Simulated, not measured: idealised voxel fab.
Process module heading - voxel transistor to metal
Pictured: cross-section cut, 165 nm wide, on a grid of 5 nm square cells.
Reading order for cross-sections: top band down to bottom band. Underlying form: a grid of square cells. Band size: one or more rows of cells.
Basically the band line says how high the top is and how high the bottom is, in nm, and then what's in it from left to right, every material with its width in nm. Empty space shows up as "empty", and if a single material carries "throughout" it runs the full band edge to edge.
Ref level 0: as-received wafer is one material below here. Bottom band extends down with no lower bound ("0..down").
The notation "30 to 40" denotes a width that varies across the rows of cells in the band, beginning at the first number in the top row, finishing at the second number in the bottom row, and changing by an identical amount from each row to the next.
"same as before" (step): cross-section cells unchanged, all of them.
So "Listed closed voids" is basically the list of trapped voids: any empty space of 8 cells or more that can't reach the top through an opening. They're written width x height at distance, the distance being from the left edge, and it's all nm.
Formally, on a step line, whatever follows the settings is a remark that the simulator itself makes on the step.
A step line may carry the setting "overlay nm", which, for steps involving a mask, states the distance by which the mask lay to the right of its intended position; negative values denote displacement to the left.

**These are the steps we planned for the process**
1 RECEIVE: material Si
2 CONFORMAL_DEP: material SiO2, thk nm 5
3 CONFORMAL_DEP: material SiN, thk nm 10
4 PATTERN: tone cover, mask id ACTIVE, material resist, width nm 105, thk nm 15, overlay nm 0
5 DIRECTIONAL_ETCH: etch materials SiN, depth nm 10
6 DIRECTIONAL_ETCH: etch materials SiO2, depth nm 5
7 DIRECTIONAL_ETCH: etch materials Si, depth nm 20
8 STRIP: etch materials resist
9 FILL_DEP: material SiO2, thk nm 10
10 CMP: height nm 15
11 SELECTIVE_ETCH: etch materials SiO2, depth nm 5
12 STRIP: etch materials SiN
13 SELECTIVE_ETCH: etch materials SiO2, depth nm 5
14 OXIDIZE: depth nm 5
15 DIRECTIONAL_DEP: material polySi, thk nm 25
16 DIRECTIONAL_DEP: material SiCN, thk nm 10
17 DIRECTIONAL_DEP: material aC, thk nm 15
18 PATTERN: tone cover, mask id GATE, material resist, width nm 15, thk nm 30, overlay nm 0
19 DIRECTIONAL_ETCH: etch materials aC, depth nm 15
20 STRIP: etch materials resist
21 DIRECTIONAL_ETCH: etch materials SiCN, depth nm 20
22 DIRECTIONAL_ETCH: etch materials polySi, depth nm 35
23 STRIP: etch materials aC
24 CONFORMAL_DEP: material SiO2, thk nm 5
25 DIRECTIONAL_ETCH: etch materials SiO2, depth nm 5
26 CONFORMAL_DEP: material SiN, thk nm 5
27 DIRECTIONAL_ETCH: etch materials SiN, depth nm 5
28 DIRECTIONAL_ETCH: etch materials SiO2, depth nm 5
29 EPI: material SiGe, thk nm 5
30 FILL_DEP: material SiO2, thk nm 10
31 CMP: height nm 35
32 DIRECTIONAL_DEP: material SiO2, thk nm 10
33 PATTERN: tone open, mask id CONTACT, material resist, width nm 20, pitch nm 65, thk nm 20, overlay nm 0
34 DIRECTIONAL_ETCH: etch materials SiO2, depth nm 45
35 STRIP: etch materials resist
36 CONFORMAL_DEP: material TiN, thk nm 5
37 FILL_DEP: material Ru, thk nm 5
38 CMP: height nm 45
39 DIRECTIONAL_DEP: material TiN, thk nm 5
40 DIRECTIONAL_DEP: material W, thk nm 20
41 MASKED_ETCH: tone cover, mask id METAL_1, width nm 20, pitch nm 65, etch materials W, depth nm 20, overlay nm 0
42 MASKED_ETCH: tone cover, mask id METAL_1, width nm 20, pitch nm 65, etch materials TiN, depth nm 5, overlay nm 0
43 CONFORMAL_DEP: material SiCN, thk nm 5
44 FILL_DEP: material lowk, thk nm 10
45 CMP: height nm 70
46 CONFORMAL_DEP: material SiN, thk nm 5

**Received-state cross-section, reflecting completion of step 1**
- 0..down: Si throughout
- Listed closed voids: none

**Here's the cross-section of the first of our two wafers at the end of the module - it ran as planned**
- 75..70: SiN throughout
- 70..50: 35 lowk | 5 SiCN | 20 W | 5 SiCN | 35 lowk | 5 SiCN | 20 W | 5 SiCN | 35 lowk
- 50..45: 40 SiCN | 20 TiN | 45 SiCN | 20 TiN | 40 SiCN
- 45..35: 40 SiO2 | 5 TiN | 10 Ru | 5 TiN | 45 SiO2 | 5 TiN | 10 Ru | 5 TiN | 40 SiO2
- 35..25: 40 SiO2 | 5 TiN | 10 Ru | 5 TiN | 5 SiO2 | 5 SiN | 5 SiO2 | 15 SiCN | 5 SiO2 | 5 SiN | 5 SiO2 | 5 TiN | 10 Ru | 5 TiN | 40 SiO2
- 25..5: 40 SiO2 | 5 TiN | 10 Ru | 5 TiN | 5 SiO2 | 5 SiN | 5 SiO2 | 15 polySi | 5 SiO2 | 5 SiN | 5 SiO2 | 5 TiN | 10 Ru | 5 TiN | 40 SiO2
- 5..0: 30 SiO2 | 5 SiN | 5 SiO2 | 20 TiN | 5 SiO2 | 5 SiN | 5 SiO2 | 15 polySi | 5 SiO2 | 5 SiN | 5 SiO2 | 20 TiN | 5 SiO2 | 5 SiN | 30 SiO2
- 0..-5: 35 SiO2 | 30 SiGe | 35 SiO2 | 30 SiGe | 35 SiO2
- -5..-20: 30 SiO2 | 105 Si | 30 SiO2
- -20..down: Si throughout
- Listed closed voids: none

**This is the second of the two wafers, cross-sectioned at the end of the module; it started exactly like the first and was given the same plan, but it was run with one mistake**
- 75..70: SiN throughout
- 70..65: 40 SiCN | 20 TiN | 45 SiCN | 20 TiN | 40 SiCN
- 65..45: W throughout
- 45..35: 40 SiO2 | 5 TiN | 10 Ru | 5 TiN | 45 SiO2 | 5 TiN | 10 Ru | 5 TiN | 40 SiO2
- 35..25: 40 SiO2 | 5 TiN | 10 Ru | 5 TiN | 5 SiO2 | 5 SiN | 5 SiO2 | 15 SiCN | 5 SiO2 | 5 SiN | 5 SiO2 | 5 TiN | 10 Ru | 5 TiN | 40 SiO2
- 25..5: 40 SiO2 | 5 TiN | 10 Ru | 5 TiN | 5 SiO2 | 5 SiN | 5 SiO2 | 15 polySi | 5 SiO2 | 5 SiN | 5 SiO2 | 5 TiN | 10 Ru | 5 TiN | 40 SiO2
- 5..0: 30 SiO2 | 5 SiN | 5 SiO2 | 20 TiN | 5 SiO2 | 5 SiN | 5 SiO2 | 15 polySi | 5 SiO2 | 5 SiN | 5 SiO2 | 20 TiN | 5 SiO2 | 5 SiN | 30 SiO2
- 0..-5: 35 SiO2 | 30 SiGe | 35 SiO2 | 30 SiGe | 35 SiO2
- -5..-20: 30 SiO2 | 105 Si | 30 SiO2
- -20..down: Si throughout
- Listed closed voids: none
Want to know what went wrong? steps 39 and 40 got flipped, so each one ran where the other should have
End of process, cell counts, second wafer against first, materials with more or fewer: -16 SiCN, +100 W, -84 lowk
